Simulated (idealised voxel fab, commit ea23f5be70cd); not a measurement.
process module | voxel self aligned vias
cross-section cut | 255 nm wide | cells 5 nm
A cross-section is a grid of square cells, given in bands from the top down. A band is one or more rows of cells.
Each band's line starts with the height of the band's top and of its bottom, in nm. Then come its materials from left to right, each with its width in nm. One material with "throughout" fills the band from edge to edge. "air" is empty space.
Height 0 is the level under which the wafer as received is all one material. The lowest band goes on downwards, as in "0 down".
A width such as "30 to 40" changes by the same amount from each row of cells to the next, from the band's top row to its bottom row.
"no change" after a step means that no cell of the cross-section changed.
closed voids: empty space of 8 cells or more with no open way to the top, each as width x height at its distance from the left edge, in nm
after a step's settings: what the simulator itself notes on the step
overlay nm, on a step with a mask: how far to the right of its planned place the mask lay; to the left if negative
Each pair below shows a cross-section before one step and the cross-section after it, down to the lowest band that changed. The line under each pair gives the step between them, with its settings. The pairs can come from different runs of this module on the same starting wafer, so a pair continues from the pair above only where its "before" says so.
before
  0 down: Si throughout
  closed voids: none
after
  15 to 0: SiO2 throughout
  below 0: unchanged
  closed voids: none
the step between: op CONFORMAL_DEP | material SiO2 | thk nm 15
before: the cross-section after the pair above
after
  20 to 15: SiCN throughout
  below 15: unchanged
  closed voids: none
the step between: op CONFORMAL_DEP | material SiCN | thk nm 5
before: the cross-section after the pair above
after
  45 to 20: SiO2 throughout
  below 20: unchanged
  closed voids: none
the step between: op DIRECTIONAL_DEP | material SiO2 | thk nm 25
before: the cross-section after the pair above
after
  65 to 45: resist 75 | air 30 | resist 40 | air 30 | resist 80
  below 45: unchanged
  closed voids: none
the step between: op PATTERN | tone open | mask id LINES | material resist | width nm 30 | pitch nm 70 | thk nm 20 | overlay nm 0
before: the cross-section after the pair above
after
  65 to 45: resist 75 | air 30 | resist 40 | air 30 | resist 80
  45 to 20: SiO2 75 | air 30 | SiO2 40 | air 30 | SiO2 80
  below 20: unchanged
  closed voids: none
the step between: op DIRECTIONAL_ETCH | etch materials SiO2 | depth nm 25
before: the cross-section after the pair above
after
  45 to 20: SiO2 75 | air 30 | SiO2 40 | air 30 | SiO2 80
  below 20: unchanged
  closed voids: none
the step between: op STRIP | etch materials resist
before: the cross-section after the pair above
after
  50 to 45: TiN 80 | air 20 | TiN 50 | air 20 | TiN 85
  45 to 25: SiO2 75 | TiN 5 | air 20 | TiN 5 | SiO2 40 | TiN 5 | air 20 | TiN 5 | SiO2 80
  25 to 20: SiO2 75 | TiN 30 | SiO2 40 | TiN 30 | SiO2 80
  below 20: unchanged
  closed voids: none
the step between: op CONFORMAL_DEP | material TiN | thk nm 5
before: the cross-section after the pair above
after
  55 to 50: W throughout
  50 to 45: TiN 80 | W 20 | TiN 50 | W 20 | TiN 85
  45 to 25: SiO2 75 | TiN 5 | W 20 | TiN 5 | SiO2 40 | TiN 5 | W 20 | TiN 5 | SiO2 80
  below 25: unchanged
  closed voids: none
the step between: op FILL_DEP | material W | thk nm 5
before: the cross-section after the pair above
after
  45 to 25: SiO2 75 | TiN 5 | W 20 | TiN 5 | SiO2 40 | TiN 5 | W 20 | TiN 5 | SiO2 80
  below 25: unchanged
  closed voids: none
the step between: op CMP | height nm 45
before: the cross-section after the pair above
after
  45 to 40: SiO2 75 | air 30 | SiO2 40 | air 30 | SiO2 80
  below 40: unchanged
  closed voids: none
the step between: op SELECTIVE_ETCH | etch materials W Ru TiN | depth nm 5
before: the cross-section after the pair above
after
  50 to 45: SiN throughout
  45 to 40: SiO2 75 | SiN 30 | SiO2 40 | SiN 30 | SiO2 80
  below 40: unchanged
  closed voids: none
the step between: op FILL_DEP | material SiN | thk nm 5
before: the cross-section after the pair above
after
  45 to 40: SiO2 75 | SiN 30 | SiO2 40 | SiN 30 | SiO2 80
  below 40: unchanged
  closed voids: none
the step between: op CMP | height nm 45
before: the cross-section after the pair above
after
  65 to 45: SiO2 throughout
  below 45: unchanged
  closed voids: none
the step between: op DIRECTIONAL_DEP | material SiO2 | thk nm 20
before: the cross-section after the pair above
after
  85 to 65: resist 70 | air 40 | resist 30 | air 40 | resist 75
  below 65: unchanged
  closed voids: none
the step between: op PATTERN | tone open | mask id VIAS | material resist | width nm 40 | pitch nm 70 | thk nm 20 | overlay nm 0
before: the cross-section after the pair above
after
  85 to 65: resist 70 | air 40 | resist 30 | air 40 | resist 75
  65 to 45: SiO2 70 | air 40 | SiO2 30 | air 40 | SiO2 75
  below 45: unchanged
  closed voids: none
the step between: op DIRECTIONAL_ETCH | etch materials SiO2 | depth nm 20
before: the cross-section after the pair above
after
  85 to 65: resist 70 | air 40 | resist 30 | air 40 | resist 75
  65 to 45: SiO2 70 | air 40 | SiO2 30 | air 40 | SiO2 75
  45 to 40: SiO2 75 | air 30 | SiO2 40 | air 30 | SiO2 80
  below 40: unchanged
  closed voids: none
the step between: op DIRECTIONAL_ETCH | etch materials SiN | depth nm 5
before: the cross-section after the pair above
after
  65 to 45: SiO2 70 | air 40 | SiO2 30 | air 40 | SiO2 75
  below 45: unchanged
  closed voids: none
the step between: op STRIP | etch materials resist
before: the cross-section after the pair above
after
  70 to 65: TiN 75 | air 30 | TiN 40 | air 30 | TiN 80
  65 to 50: SiO2 70 | TiN 5 | air 30 | TiN 5 | SiO2 30 | TiN 5 | air 30 | TiN 5 | SiO2 75
  50 to 45: SiO2 70 | TiN 10 | air 20 | TiN 10 | SiO2 30 | TiN 10 | air 20 | TiN 10 | SiO2 75
  45 to 40: SiO2 75 | TiN 30 | SiO2 40 | TiN 30 | SiO2 80
  below 40: unchanged
  closed voids: none
the step between: op CONFORMAL_DEP | material TiN | thk nm 5
before: the cross-section after the pair above
after
  75 to 70: W throughout
  70 to 65: TiN 75 | W 30 | TiN 40 | W 30 | TiN 80
  65 to 50: SiO2 70 | TiN 5 | W 30 | TiN 5 | SiO2 30 | TiN 5 | W 30 | TiN 5 | SiO2 75
  50 to 45: SiO2 70 | TiN 10 | W 20 | TiN 10 | SiO2 30 | TiN 10 | W 20 | TiN 10 | SiO2 75
  below 45: unchanged
  closed voids: none
the step between: op FILL_DEP | material W | thk nm 5
before: the cross-section after the pair above
after
  65 to 50: SiO2 70 | TiN 5 | W 30 | TiN 5 | SiO2 30 | TiN 5 | W 30 | TiN 5 | SiO2 75
  below 50: unchanged
  closed voids: none
the step between: op CMP | height nm 65
before: the cross-section after the pair above
after
  70 to 65: SiN throughout
  below 65: unchanged
  closed voids: none
the step between: op CONFORMAL_DEP | material SiN | thk nm 5
before
  15 to 0: SiO2 throughout
  0 down: Si throughout
  closed voids: none
after
  40 to 0: SiO2 throughout
  below 0: unchanged
  closed voids: none
the step between: op DIRECTIONAL_DEP | material SiO2 | thk nm 25
before: the cross-section after the pair above
after
  60 to 40: resist 75 | air 30 | resist 40 | air 30 | resist 80
  below 40: unchanged
  closed voids: none
the step between: op PATTERN | tone open | mask id LINES | material resist | width nm 30 | pitch nm 70 | thk nm 20 | overlay nm 0
before: the cross-section after the pair above
after
  60 to 40: resist 75 | air 30 | resist 40 | air 30 | resist 80
  40 to 15: SiO2 75 | air 30 | SiO2 40 | air 30 | SiO2 80
  below 15: unchanged
  closed voids: none
the step between: op DIRECTIONAL_ETCH | etch materials SiO2 | depth nm 25
before: the cross-section after the pair above
after
  40 to 15: SiO2 75 | air 30 | SiO2 40 | air 30 | SiO2 80
  below 15: unchanged
  closed voids: none
the step between: op STRIP | etch materials resist
before: the cross-section after the pair above
after
  45 to 40: TiN 80 | air 20 | TiN 50 | air 20 | TiN 85
  40 to 20: SiO2 75 | TiN 5 | air 20 | TiN 5 | SiO2 40 | TiN 5 | air 20 | TiN 5 | SiO2 80
  20 to 15: SiO2 75 | TiN 30 | SiO2 40 | TiN 30 | SiO2 80
  below 15: unchanged
  closed voids: none
the step between: op CONFORMAL_DEP | material TiN | thk nm 5
before: the cross-section after the pair above
after
  50 to 45: W throughout
  45 to 40: TiN 80 | W 20 | TiN 50 | W 20 | TiN 85
  40 to 20: SiO2 75 | TiN 5 | W 20 | TiN 5 | SiO2 40 | TiN 5 | W 20 | TiN 5 | SiO2 80
  below 20: unchanged
  closed voids: none
the step between: op FILL_DEP | material W | thk nm 5
before: the cross-section after the pair above
after
  45 to 40: TiN 80 | W 20 | TiN 50 | W 20 | TiN 85
  below 40: unchanged
  closed voids: none
the step between: op CMP | height nm 45
before: the cross-section after the pair above
after
  40 to 20: SiO2 75 | TiN 5 | W 20 | TiN 5 | SiO2 40 | TiN 5 | W 20 | TiN 5 | SiO2 80
  below 20: unchanged
  closed voids: none
the step between: op SELECTIVE_ETCH | etch materials W Ru TiN | depth nm 5
before: the cross-section after the pair above
after
  45 to 40: SiN throughout
  below 40: unchanged
  closed voids: none
the step between: op FILL_DEP | material SiN | thk nm 5
before: the cross-section after the pair above
after
  65 to 45: SiO2 throughout
  below 45: unchanged
  closed voids: none
the step between: op DIRECTIONAL_DEP | material SiO2 | thk nm 20
before: the cross-section after the pair above
after
  85 to 65: resist 70 | air 40 | resist 30 | air 40 | resist 75
  below 65: unchanged
  closed voids: none
the step between: op PATTERN | tone open | mask id VIAS | material resist | width nm 40 | pitch nm 70 | thk nm 20 | overlay nm 0
before: the cross-section after the pair above
after
  85 to 65: resist 70 | air 40 | resist 30 | air 40 | resist 75
  65 to 45: SiO2 70 | air 40 | SiO2 30 | air 40 | SiO2 75
  below 45: unchanged
  closed voids: none
the step between: op DIRECTIONAL_ETCH | etch materials SiO2 | depth nm 20
before: the cross-section after the pair above
after
  85 to 65: resist 70 | air 40 | resist 30 | air 40 | resist 75
  65 to 45: SiO2 70 | air 40 | SiO2 30 | air 40 | SiO2 75
  45 to 40: SiN 70 | air 40 | SiN 30 | air 40 | SiN 75
  below 40: unchanged
  closed voids: none
the step between: op DIRECTIONAL_ETCH | etch materials SiN | depth nm 5
before: the cross-section after the pair above
after
  65 to 45: SiO2 70 | air 40 | SiO2 30 | air 40 | SiO2 75
  below 45: unchanged
  closed voids: none
the step between: op STRIP | etch materials resist
before: the cross-section after the pair above
after
  70 to 65: TiN 75 | air 30 | TiN 40 | air 30 | TiN 80
  65 to 45: SiO2 70 | TiN 5 | air 30 | TiN 5 | SiO2 30 | TiN 5 | air 30 | TiN 5 | SiO2 75
  45 to 40: SiN 70 | TiN 40 | SiN 30 | TiN 40 | SiN 75
  below 40: unchanged
  closed voids: none
the step between: op CONFORMAL_DEP | material TiN | thk nm 5
before: the cross-section after the pair above
after
  75 to 70: W throughout
  70 to 65: TiN 75 | W 30 | TiN 40 | W 30 | TiN 80
  65 to 45: SiO2 70 | TiN 5 | W 30 | TiN 5 | SiO2 30 | TiN 5 | W 30 | TiN 5 | SiO2 75
  below 45: unchanged
  closed voids: none
the step between: op FILL_DEP | material W | thk nm 5
before: the cross-section after the pair above
after
  65 to 45: SiO2 70 | TiN 5 | W 30 | TiN 5 | SiO2 30 | TiN 5 | W 30 | TiN 5 | SiO2 75
  below 45: unchanged
  closed voids: none
the step between: op CMP | height nm 65
before: the cross-section after the pair above
after
  70 to 65: SiN throughout
  below 65: unchanged
  closed voids: none
the step between: op CONFORMAL_DEP | material SiN | thk nm 5
before
  85 to 65: resist 70 | air 40 | resist 30 | air 40 | resist 75
  65 to 45: SiO2 70 | air 40 | SiO2 30 | air 40 | SiO2 75
  45 to 40: SiO2 75 | SiN 30 | SiO2 40 | SiN 30 | SiO2 80
  40 to 25: SiO2 75 | TiN 5 | W 20 | TiN 5 | SiO2 40 | TiN 5 | W 20 | TiN 5 | SiO2 80
  25 to 20: SiO2 75 | TiN 30 | SiO2 40 | TiN 30 | SiO2 80
  20 to 15: SiCN throughout
  15 to 0: SiO2 throughout
  0 down: Si throughout
  closed voids: none
after
  85 to 65: resist 70 | air 40 | resist 30 | air 40 | resist 75
  65 to 45: SiO2 70 | air 40 | SiO2 30 | air 40 | SiO2 75
  45 to 40: SiO2 70 | air 5 | SiN 30 | air 5 | SiO2 30 | air 5 | SiN 30 | air 5 | SiO2 75
  40 to 25: SiO2 70 | air 5 | TiN 5 | W 20 | TiN 5 | air 5 | SiO2 30 | air 5 | TiN 5 | W 20 | TiN 5 | air 5 | SiO2 75
  below 25: unchanged
  closed voids: none
the step between: op DIRECTIONAL_ETCH | etch materials SiO2 | depth nm 20
before: the cross-section after the pair above
after
  85 to 65: resist 70 | air 40 | resist 30 | air 40 | resist 75
  65 to 40: SiO2 70 | air 40 | SiO2 30 | air 40 | SiO2 75
  below 40: unchanged
  closed voids: none
the step between: op DIRECTIONAL_ETCH | etch materials SiN | depth nm 5
before: the cross-section after the pair above
after
  65 to 40: SiO2 70 | air 40 | SiO2 30 | air 40 | SiO2 75
  below 40: unchanged
  closed voids: none
the step between: op STRIP | etch materials resist
before: the cross-section after the pair above
after
  70 to 65: TiN 75 | air 30 | TiN 40 | air 30 | TiN 80
  65 to 45: SiO2 70 | TiN 5 | air 30 | TiN 5 | SiO2 30 | TiN 5 | air 30 | TiN 5 | SiO2 75
  45 to 40: SiO2 70 | TiN 40 | SiO2 30 | TiN 40 | SiO2 75
  40 to 25: SiO2 70 | TiN 10 | W 20 | TiN 10 | SiO2 30 | TiN 10 | W 20 | TiN 10 | SiO2 75
  below 25: unchanged
  closed voids: none
the step between: op CONFORMAL_DEP | material TiN | thk nm 5
before: the cross-section after the pair above
after
  75 to 70: W throughout
  70 to 65: TiN 75 | W 30 | TiN 40 | W 30 | TiN 80
  65 to 45: SiO2 70 | TiN 5 | W 30 | TiN 5 | SiO2 30 | TiN 5 | W 30 | TiN 5 | SiO2 75
  below 45: unchanged
  closed voids: none
the step between: op FILL_DEP | material W | thk nm 5
before: the cross-section after the pair above
after
  65 to 45: SiO2 70 | TiN 5 | W 30 | TiN 5 | SiO2 30 | TiN 5 | W 30 | TiN 5 | SiO2 75
  below 45: unchanged
  closed voids: none
the step between: op CMP | height nm 65
before: the cross-section after the pair above
after
  70 to 65: SiN throughout
  below 65: unchanged
  closed voids: none
the step between: op CONFORMAL_DEP | material SiN | thk nm 5
before
  0 down: Si throughout
  closed voids: none
after
  5 to 0: SiCN throughout
  below 0: unchanged
  closed voids: none
the step between: op CONFORMAL_DEP | material SiCN | thk nm 5
before: the cross-section after the pair above
after
  20 to 5: SiO2 throughout
  below 5: unchanged
  closed voids: none
the step between: op CONFORMAL_DEP | material SiO2 | thk nm 15
before: the cross-section after the pair above
after
  45 to 5: SiO2 throughout
  below 5: unchanged
  closed voids: none
the step between: op DIRECTIONAL_DEP | material SiO2 | thk nm 25
before: the cross-section after the pair above
after
  65 to 45: resist 75 | air 30 | resist 40 | air 30 | resist 80
  below 45: unchanged
  closed voids: none
the step between: op PATTERN | tone open | mask id LINES | material resist | width nm 30 | pitch nm 70 | thk nm 20 | overlay nm 0
before: the cross-section after the pair above
after
  65 to 45: resist 75 | air 30 | resist 40 | air 30 | resist 80
  45 to 20: SiO2 75 | air 30 | SiO2 40 | air 30 | SiO2 80
  below 20: unchanged
  closed voids: none
the step between: op DIRECTIONAL_ETCH | etch materials SiO2 | depth nm 25
before: the cross-section after the pair above
after
  45 to 20: SiO2 75 | air 30 | SiO2 40 | air 30 | SiO2 80
  below 20: unchanged
  closed voids: none
the step between: op STRIP | etch materials resist
before: the cross-section after the pair above
after
  50 to 45: TiN 80 | air 20 | TiN 50 | air 20 | TiN 85
  45 to 25: SiO2 75 | TiN 5 | air 20 | TiN 5 | SiO2 40 | TiN 5 | air 20 | TiN 5 | SiO2 80
  25 to 20: SiO2 75 | TiN 30 | SiO2 40 | TiN 30 | SiO2 80
  below 20: unchanged
  closed voids: none
the step between: op CONFORMAL_DEP | material TiN | thk nm 5
before: the cross-section after the pair above
after
  55 to 50: W throughout
  50 to 45: TiN 80 | W 20 | TiN 50 | W 20 | TiN 85
  45 to 25: SiO2 75 | TiN 5 | W 20 | TiN 5 | SiO2 40 | TiN 5 | W 20 | TiN 5 | SiO2 80
  below 25: unchanged
  closed voids: none
the step between: op FILL_DEP | material W | thk nm 5
before: the cross-section after the pair above
after
  45 to 25: SiO2 75 | TiN 5 | W 20 | TiN 5 | SiO2 40 | TiN 5 | W 20 | TiN 5 | SiO2 80
  below 25: unchanged
  closed voids: none
the step between: op CMP | height nm 45
before: the cross-section after the pair above
after
  45 to 40: SiO2 75 | air 30 | SiO2 40 | air 30 | SiO2 80
  below 40: unchanged
  closed voids: none
the step between: op SELECTIVE_ETCH | etch materials W Ru TiN | depth nm 5
before: the cross-section after the pair above
after
  50 to 45: SiN throughout
  45 to 40: SiO2 75 | SiN 30 | SiO2 40 | SiN 30 | SiO2 80
  below 40: unchanged
  closed voids: none
the step between: op FILL_DEP | material SiN | thk nm 5
before: the cross-section after the pair above
after
  45 to 40: SiO2 75 | SiN 30 | SiO2 40 | SiN 30 | SiO2 80
  below 40: unchanged
  closed voids: none
the step between: op CMP | height nm 45
before: the cross-section after the pair above
after
  65 to 45: SiO2 throughout
  below 45: unchanged
  closed voids: none
the step between: op DIRECTIONAL_DEP | material SiO2 | thk nm 20
before: the cross-section after the pair above
after
  85 to 65: resist 70 | air 40 | resist 30 | air 40 | resist 75
  below 65: unchanged
  closed voids: none
the step between: op PATTERN | tone open | mask id VIAS | material resist | width nm 40 | pitch nm 70 | thk nm 20 | overlay nm 0
before: the cross-section after the pair above
after
  85 to 65: resist 70 | air 40 | resist 30 | air 40 | resist 75
  65 to 45: SiO2 70 | air 40 | SiO2 30 | air 40 | SiO2 75
  below 45: unchanged
  closed voids: none
the step between: op DIRECTIONAL_ETCH | etch materials SiO2 | depth nm 20
before: the cross-section after the pair above
after
  85 to 65: resist 70 | air 40 | resist 30 | air 40 | resist 75
  65 to 45: SiO2 70 | air 40 | SiO2 30 | air 40 | SiO2 75
  45 to 40: SiO2 75 | air 30 | SiO2 40 | air 30 | SiO2 80
  below 40: unchanged
  closed voids: none
the step between: op DIRECTIONAL_ETCH | etch materials SiN | depth nm 5
before: the cross-section after the pair above
after
  65 to 45: SiO2 70 | air 40 | SiO2 30 | air 40 | SiO2 75
  below 45: unchanged
  closed voids: none
the step between: op STRIP | etch materials resist
before: the cross-section after the pair above
after
  70 to 65: TiN 75 | air 30 | TiN 40 | air 30 | TiN 80
  65 to 50: SiO2 70 | TiN 5 | air 30 | TiN 5 | SiO2 30 | TiN 5 | air 30 | TiN 5 | SiO2 75
  50 to 45: SiO2 70 | TiN 10 | air 20 | TiN 10 | SiO2 30 | TiN 10 | air 20 | TiN 10 | SiO2 75
  45 to 40: SiO2 75 | TiN 30 | SiO2 40 | TiN 30 | SiO2 80
  below 40: unchanged
  closed voids: none
the step between: op CONFORMAL_DEP | material TiN | thk nm 5
before: the cross-section after the pair above
after
  75 to 70: W throughout
  70 to 65: TiN 75 | W 30 | TiN 40 | W 30 | TiN 80
  65 to 50: SiO2 70 | TiN 5 | W 30 | TiN 5 | SiO2 30 | TiN 5 | W 30 | TiN 5 | SiO2 75
  50 to 45: SiO2 70 | TiN 10 | W 20 | TiN 10 | SiO2 30 | TiN 10 | W 20 | TiN 10 | SiO2 75
  below 45: unchanged
  closed voids: none
the step between: op FILL_DEP | material W | thk nm 5
before: the cross-section after the pair above
after
  65 to 50: SiO2 70 | TiN 5 | W 30 | TiN 5 | SiO2 30 | TiN 5 | W 30 | TiN 5 | SiO2 75
  below 50: unchanged
  closed voids: none
the step between: op CMP | height nm 65
before: the cross-section after the pair above
after
  70 to 65: SiN throughout
  below 65: unchanged
  closed voids: none
the step between: op CONFORMAL_DEP | material SiN | thk nm 5
before
  20 to 15: SiCN throughout
  15 to 0: SiO2 throughout
  0 down: Si throughout
  closed voids: none
after
  40 to 20: SiO2 throughout
  below 20: unchanged
  closed voids: none
the step between: op DIRECTIONAL_DEP | material SiO2 | thk nm 20
before: the cross-section after the pair above
after
  60 to 40: resist 75 | air 30 | resist 40 | air 30 | resist 80
  below 40: unchanged
  closed voids: none
the step between: op PATTERN | tone open | mask id LINES | material resist | width nm 30 | pitch nm 70 | thk nm 20 | overlay nm 0
before: the cross-section after the pair above
after
  60 to 40: resist 75 | air 30 | resist 40 | air 30 | resist 80
  40 to 20: SiO2 75 | air 30 | SiO2 40 | air 30 | SiO2 80
  below 20: unchanged
  closed voids: none
the step between: op DIRECTIONAL_ETCH | etch materials SiO2 | depth nm 25
before: the cross-section after the pair above
after
  40 to 20: SiO2 75 | air 30 | SiO2 40 | air 30 | SiO2 80
  below 20: unchanged
  closed voids: none
the step between: op STRIP | etch materials resist
before: the cross-section after the pair above
after
  45 to 40: TiN 80 | air 20 | TiN 50 | air 20 | TiN 85
  40 to 25: SiO2 75 | TiN 5 | air 20 | TiN 5 | SiO2 40 | TiN 5 | air 20 | TiN 5 | SiO2 80
  25 to 20: SiO2 75 | TiN 30 | SiO2 40 | TiN 30 | SiO2 80
  below 20: unchanged
  closed voids: none
the step between: op CONFORMAL_DEP | material TiN | thk nm 5
before: the cross-section after the pair above
after
  50 to 45: W throughout
  45 to 40: TiN 80 | W 20 | TiN 50 | W 20 | TiN 85
  40 to 25: SiO2 75 | TiN 5 | W 20 | TiN 5 | SiO2 40 | TiN 5 | W 20 | TiN 5 | SiO2 80
  below 25: unchanged
  closed voids: none
the step between: op FILL_DEP | material W | thk nm 5
before: the cross-section after the pair above
after
  45 to 40: TiN 80 | W 20 | TiN 50 | W 20 | TiN 85
  below 40: unchanged
  closed voids: none
the step between: op CMP | height nm 45
before: the cross-section after the pair above
after
  40 to 25: SiO2 75 | TiN 5 | W 20 | TiN 5 | SiO2 40 | TiN 5 | W 20 | TiN 5 | SiO2 80
  below 25: unchanged
  closed voids: none
the step between: op SELECTIVE_ETCH | etch materials W Ru TiN | depth nm 5
before: the cross-section after the pair above
after
  45 to 40: SiN throughout
  below 40: unchanged
  closed voids: none
the step between: op FILL_DEP | material SiN | thk nm 5
before: the cross-section after the pair above
after
  65 to 45: SiO2 throughout
  below 45: unchanged
  closed voids: none
the step between: op DIRECTIONAL_DEP | material SiO2 | thk nm 20
before: the cross-section after the pair above
after
  85 to 65: resist 70 | air 40 | resist 30 | air 40 | resist 75
  below 65: unchanged
  closed voids: none
the step between: op PATTERN | tone open | mask id VIAS | material resist | width nm 40 | pitch nm 70 | thk nm 20 | overlay nm 0
before: the cross-section after the pair above
after
  85 to 65: resist 70 | air 40 | resist 30 | air 40 | resist 75
  65 to 45: SiO2 70 | air 40 | SiO2 30 | air 40 | SiO2 75
  below 45: unchanged
  closed voids: none
the step between: op DIRECTIONAL_ETCH | etch materials SiO2 | depth nm 20
before: the cross-section after the pair above
after
  85 to 65: resist 70 | air 40 | resist 30 | air 40 | resist 75
  65 to 45: SiO2 70 | air 40 | SiO2 30 | air 40 | SiO2 75
  45 to 40: SiN 70 | air 40 | SiN 30 | air 40 | SiN 75
  below 40: unchanged
  closed voids: none
the step between: op DIRECTIONAL_ETCH | etch materials SiN | depth nm 5
before: the cross-section after the pair above
after
  65 to 45: SiO2 70 | air 40 | SiO2 30 | air 40 | SiO2 75
  below 45: unchanged
  closed voids: none
the step between: op STRIP | etch materials resist
before: the cross-section after the pair above
after
  70 to 65: TiN 75 | air 30 | TiN 40 | air 30 | TiN 80
  65 to 45: SiO2 70 | TiN 5 | air 30 | TiN 5 | SiO2 30 | TiN 5 | air 30 | TiN 5 | SiO2 75
  45 to 40: SiN 70 | TiN 40 | SiN 30 | TiN 40 | SiN 75
  below 40: unchanged
  closed voids: none
the step between: op CONFORMAL_DEP | material TiN | thk nm 5
before: the cross-section after the pair above
after
  75 to 70: W throughout
  70 to 65: TiN 75 | W 30 | TiN 40 | W 30 | TiN 80
  65 to 45: SiO2 70 | TiN 5 | W 30 | TiN 5 | SiO2 30 | TiN 5 | W 30 | TiN 5 | SiO2 75
  below 45: unchanged
  closed voids: none
the step between: op FILL_DEP | material W | thk nm 5
before: the cross-section after the pair above
after
  65 to 45: SiO2 70 | TiN 5 | W 30 | TiN 5 | SiO2 30 | TiN 5 | W 30 | TiN 5 | SiO2 75
  below 45: unchanged
  closed voids: none
the step between: op CMP | height nm 65
before: the cross-section after the pair above
after
  70 to 65: SiN throughout
  below 65: unchanged
  closed voids: none
the step between: op CONFORMAL_DEP | material SiN | thk nm 5
before
  65 to 45: SiO2 throughout
  45 to 40: SiO2 75 | SiN 30 | SiO2 40 | SiN 30 | SiO2 80
  40 to 25: SiO2 75 | TiN 5 | W 20 | TiN 5 | SiO2 40 | TiN 5 | W 20 | TiN 5 | SiO2 80
  25 to 20: SiO2 75 | TiN 30 | SiO2 40 | TiN 30 | SiO2 80
  20 to 15: SiCN throughout
  15 to 0: SiO2 throughout
  0 down: Si throughout
  closed voids: none
after
  85 to 65: resist 65 | air 50 | resist 20 | air 50 | resist 70
  below 65: unchanged
  closed voids: none
the step between: op PATTERN | tone open | mask id VIAS | material resist | width nm 50 | pitch nm 70 | thk nm 20 | overlay nm 0
before: the cross-section after the pair above
after
  85 to 65: resist 65 | air 50 | resist 20 | air 50 | resist 70
  65 to 45: SiO2 65 | air 50 | SiO2 20 | air 50 | SiO2 70
  below 45: unchanged
  closed voids: none
the step between: op DIRECTIONAL_ETCH | etch materials SiO2 | depth nm 20
before: the cross-section after the pair above
after
  85 to 65: resist 65 | air 50 | resist 20 | air 50 | resist 70
  65 to 45: SiO2 65 | air 50 | SiO2 20 | air 50 | SiO2 70
  45 to 40: SiO2 75 | air 30 | SiO2 40 | air 30 | SiO2 80
  below 40: unchanged
  closed voids: none
the step between: op DIRECTIONAL_ETCH | etch materials SiN | depth nm 5
before: the cross-section after the pair above
after
  65 to 45: SiO2 65 | air 50 | SiO2 20 | air 50 | SiO2 70
  below 45: unchanged
  closed voids: none
the step between: op STRIP | etch materials resist
before: the cross-section after the pair above
after
  70 to 65: TiN 70 | air 40 | TiN 30 | air 40 | TiN 75
  65 to 50: SiO2 65 | TiN 5 | air 40 | TiN 5 | SiO2 20 | TiN 5 | air 40 | TiN 5 | SiO2 70
  50 to 45: SiO2 65 | TiN 15 | air 20 | TiN 15 | SiO2 20 | TiN 15 | air 20 | TiN 15 | SiO2 70
  45 to 40: SiO2 75 | TiN 30 | SiO2 40 | TiN 30 | SiO2 80
  below 40: unchanged
  closed voids: none
the step between: op CONFORMAL_DEP | material TiN | thk nm 5
before: the cross-section after the pair above
after
  75 to 70: W throughout
  70 to 65: TiN 70 | W 40 | TiN 30 | W 40 | TiN 75
  65 to 50: SiO2 65 | TiN 5 | W 40 | TiN 5 | SiO2 20 | TiN 5 | W 40 | TiN 5 | SiO2 70
  50 to 45: SiO2 65 | TiN 15 | W 20 | TiN 15 | SiO2 20 | TiN 15 | W 20 | TiN 15 | SiO2 70
  below 45: unchanged
  closed voids: none
the step between: op FILL_DEP | material W | thk nm 5
before: the cross-section after the pair above
after
  65 to 50: SiO2 65 | TiN 5 | W 40 | TiN 5 | SiO2 20 | TiN 5 | W 40 | TiN 5 | SiO2 70
  below 50: unchanged
  closed voids: none
the step between: op CMP | height nm 65
before: the cross-section after the pair above
after
  70 to 65: SiN throughout
  below 65: unchanged
  closed voids: none
the step between: op CONFORMAL_DEP | material SiN | thk nm 5
before
  65 to 45: SiO2 throughout
  45 to 40: SiO2 75 | SiN 30 | SiO2 40 | SiN 30 | SiO2 80
  40 to 25: SiO2 75 | TiN 5 | W 20 | TiN 5 | SiO2 40 | TiN 5 | W 20 | TiN 5 | SiO2 80
  25 to 20: SiO2 75 | TiN 30 | SiO2 40 | TiN 30 | SiO2 80
  20 to 15: SiCN throughout
  15 to 0: SiO2 throughout
  0 down: Si throughout
  closed voids: none
after
  85 to 65: resist 65 | air 40 | resist 30 | air 40 | resist 80
  below 65: unchanged
  closed voids: none
the step between: op PATTERN | tone open | mask id VIAS | material resist | width nm 40 | pitch nm 70 | thk nm 20 | overlay nm -5
before: the cross-section after the pair above
after
  85 to 65: resist 65 | air 40 | resist 30 | air 40 | resist 80
  65 to 45: SiO2 65 | air 40 | SiO2 30 | air 40 | SiO2 80
  below 45: unchanged
  closed voids: none
the step between: op DIRECTIONAL_ETCH | etch materials SiO2 | depth nm 20
before: the cross-section after the pair above
after
  85 to 65: resist 65 | air 40 | resist 30 | air 40 | resist 80
  65 to 45: SiO2 65 | air 40 | SiO2 30 | air 40 | SiO2 80
  45 to 40: SiO2 75 | air 30 | SiO2 40 | air 30 | SiO2 80
  below 40: unchanged
  closed voids: none
the step between: op DIRECTIONAL_ETCH | etch materials SiN | depth nm 5
before: the cross-section after the pair above
after
  65 to 45: SiO2 65 | air 40 | SiO2 30 | air 40 | SiO2 80
  below 45: unchanged
  closed voids: none
the step between: op STRIP | etch materials resist
before: the cross-section after the pair above
after
  70 to 65: TiN 70 | air 30 | TiN 40 | air 30 | TiN 85
  65 to 50: SiO2 65 | TiN 5 | air 30 | TiN 5 | SiO2 30 | TiN 5 | air 30 | TiN 5 | SiO2 80
  50 to 45: SiO2 65 | TiN 15 | air 20 | TiN 5 | SiO2 30 | TiN 15 | air 20 | TiN 5 | SiO2 80
  45 to 40: SiO2 75 | TiN 30 | SiO2 40 | TiN 30 | SiO2 80
  below 40: unchanged
  closed voids: none
the step between: op CONFORMAL_DEP | material TiN | thk nm 5
before: the cross-section after the pair above
after
  75 to 70: W throughout
  70 to 65: TiN 70 | W 30 | TiN 40 | W 30 | TiN 85
  65 to 50: SiO2 65 | TiN 5 | W 30 | TiN 5 | SiO2 30 | TiN 5 | W 30 | TiN 5 | SiO2 80
  50 to 45: SiO2 65 | TiN 15 | W 20 | TiN 5 | SiO2 30 | TiN 15 | W 20 | TiN 5 | SiO2 80
  below 45: unchanged
  closed voids: none
the step between: op FILL_DEP | material W | thk nm 5
before: the cross-section after the pair above
after
  65 to 50: SiO2 65 | TiN 5 | W 30 | TiN 5 | SiO2 30 | TiN 5 | W 30 | TiN 5 | SiO2 80
  below 50: unchanged
  closed voids: none
the step between: op CMP | height nm 65
before: the cross-section after the pair above
after
  70 to 65: SiN throughout
  below 65: unchanged
  closed voids: none
the step between: op CONFORMAL_DEP | material SiN | thk nm 5
